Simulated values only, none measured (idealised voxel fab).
Process module, titled voxel local oxidation
Cross-sectional view cut (width: 225 nm; square cell size: 5 nm).
For the purposes of this document, a cross-section shall be understood as a grid of square cells, specified as bands listed in top-to-bottom order, each band consisting of one or more rows of cells. The band entry comprises the height of the band's top followed by the height of its bottom, expressed in nm, and subsequently the band's materials from left to right, each stated together with its width in nm. Where a single material is marked with the word "edge to edge", that material fills the band from edge to edge. The word "blank" represents empty space. Heights are reckoned from 0. Under this level, the received wafer is all of one material. The bottommost band is open-ended downward, for example "top 0, no bottom". It should be noted that a width expressed as "30..40" varies in equal increments from row to row of cells within the band, taking the value of the first number at the top row and that of the second number at the bottom row. "nothing different", as given for a step, is the statement that not any cell of the cross-section underwent a change during that step. Each empty space that has no open way to the top and spans at least 8 cells appears under "Catalogued sealed voids" as width x height at distance, the distance counted from the left edge, all in nm. Past the settings on a step's line: simulator remark, on that step. A step's line can hold "overlay nm"; with a mask on that step, the setting says how far right of the planned place the mask lay, while a negative setting says it lay to the left.

[Planned process steps]
| 1 | RECEIVE | material Si |
| 2 | OXIDIZE | depth nm 5 |
| 3 | CONFORMAL_DEP | material SiN | thk nm 15 |
| 4 | MASKED_ETCH | tone cover | mask id ACTIVE | width nm 95 | etch materials SiN | depth nm 15 | overlay nm 0 |
| 5 | SELECTIVE_ETCH | etch materials SiO2 | depth nm 5 |
| 6 | OXIDIZE | depth nm 5 |
| 7 | STRIP | etch materials SiN |
The value of depth nm given for step 6 in the plan refers to the first wafer; the wafers vary in this setting and are alike at the start.

[Cross-section of the first incoming wafer of several, state after step 1]
    top 0, no bottom = Si edge to edge
    Catalogued sealed voids: none

[Take a look at the first of several wafers in cross-section: the module is done, and step 7 was its last step]
    top 0, bottom -5 = blank 70, SiO2 85, blank 70
    top -5, bottom -10 = SiO2 75, Si 75, SiO2 75
    top -10, no bottom = Si edge to edge
    Catalogued sealed voids: none

[Cross-section at module completion, last wafer]
    top 0, bottom -5 = blank 70, SiO2 85, blank 70
    top -5, bottom -35 = SiO2 100, Si 25, SiO2 100
    top -35, no bottom = Si edge to edge
    Catalogued sealed voids: none

[Row per wafer, end-of-module: cell gain (+)/loss (-) by material since the wafer came in, then closed voids]
depth nm 5, -75 Si, +47 SiO2, Catalogued sealed voids: none
depth nm 10, -109 Si, +81 SiO2, Catalogued sealed voids: none
depth nm 15, -147 Si, +119 SiO2, Catalogued sealed voids: none
depth nm 20, -189 Si, +161 SiO2, Catalogued sealed voids: none
depth nm 25, -235 Si, +207 SiO2, Catalogued sealed voids: none
depth nm 30, -285 Si, +257 SiO2, Catalogued sealed voids: none
